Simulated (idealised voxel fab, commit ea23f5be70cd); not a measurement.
The name of this process module is voxel tone inversion.
In the cross-section labelled cut, the width is 205 nm and each square cell is 5 nm.
Reading order for cross-sections: top band down to bottom band. Underlying form: a grid of square cells. Band size: one or more rows of cells. Heights first: top, then bottom, in nm. Then materials, left to right, each with a width in nm. "everywhere" on a single material: fills the band edge to edge. "blank": empty space. Basically, 0 is our baseline, since under it the wafer straight out of the box is all one material. The bottom band has no lower end and keeps on going down, so it looks like "0 down". Width spec "30 to 40" -> top row of cells at first value, bottom row at second value, equal per-row change in between. Basically "no modifications" means that step didn't change any cell in the cross-section. This entry, "Enclosed internal cavities", enumerates those empty regions of no fewer than 8 cells that possess no open connection to the top. Each region is reported in the form width x height at distance, the distance being taken from the left edge, with all three quantities expressed in nm. The remark found on a step's line after its settings is issued by the simulator itself and pertains to that step. Regarding "overlay nm": on a step with a mask, it is the distance the mask lay to the right of its planned place; a negative value places it to the left.

# List of planned process steps
step 1: RECEIVE | material Si
step 2: CONFORMAL_DEP | material SiN | thk nm 10
step 3: DIRECTIONAL_DEP | material polySi | thk nm 15
step 4: PATTERN | tone cover | mask id POSTS | material resist | width nm 20 | pitch nm 35 | thk nm 20 | overlay nm 0
step 5: DIRECTIONAL_ETCH | etch materials polySi | depth nm 15
step 6: STRIP | etch materials resist
step 7: FILL_DEP | material SiO2 | thk nm 5
step 8: CMP | height nm 25
step 9: STRIP | etch materials polySi
step 10: CONFORMAL_DEP | material TiN | thk nm 5
step 11: FILL_DEP | material W | thk nm 10
step 12: CMP | height nm 25
step 13: CONFORMAL_DEP | material SiCN | thk nm 5

# Cross-section, incoming material, after step 1
	0 down = Si everywhere
	Enclosed internal cavities: none

# The module was run from the start shown above using the plan shown above, but one mistake was made doing it; the resulting wafer cross-section is below
	30 to 25 = SiCN everywhere
	25 to 15 = 45 SiO2, then 5 TiN, then 5 W, then 5 TiN, then 20 SiO2, then 5 TiN, then 5 W, then 5 TiN, then 20 SiO2, then 5 TiN, then 5 W, then 5 TiN, then 20 SiO2, then 5 TiN, then 5 W, then 5 TiN, then 40 SiO2
	15 to 10 = 45 SiO2, then 15 TiN, then 20 SiO2, then 15 TiN, then 20 SiO2, then 15 TiN, then 20 SiO2, then 15 TiN, then 40 SiO2
	10 to 0 = SiN everywhere
	0 down = Si everywhere
	Enclosed internal cavities: none
Run error: note that step 4 departed from the planned setting and was carried out as PATTERN | tone cover | mask id POSTS | material resist | width nm 15 | pitch nm 35 | thk nm 20 | overlay nm 0
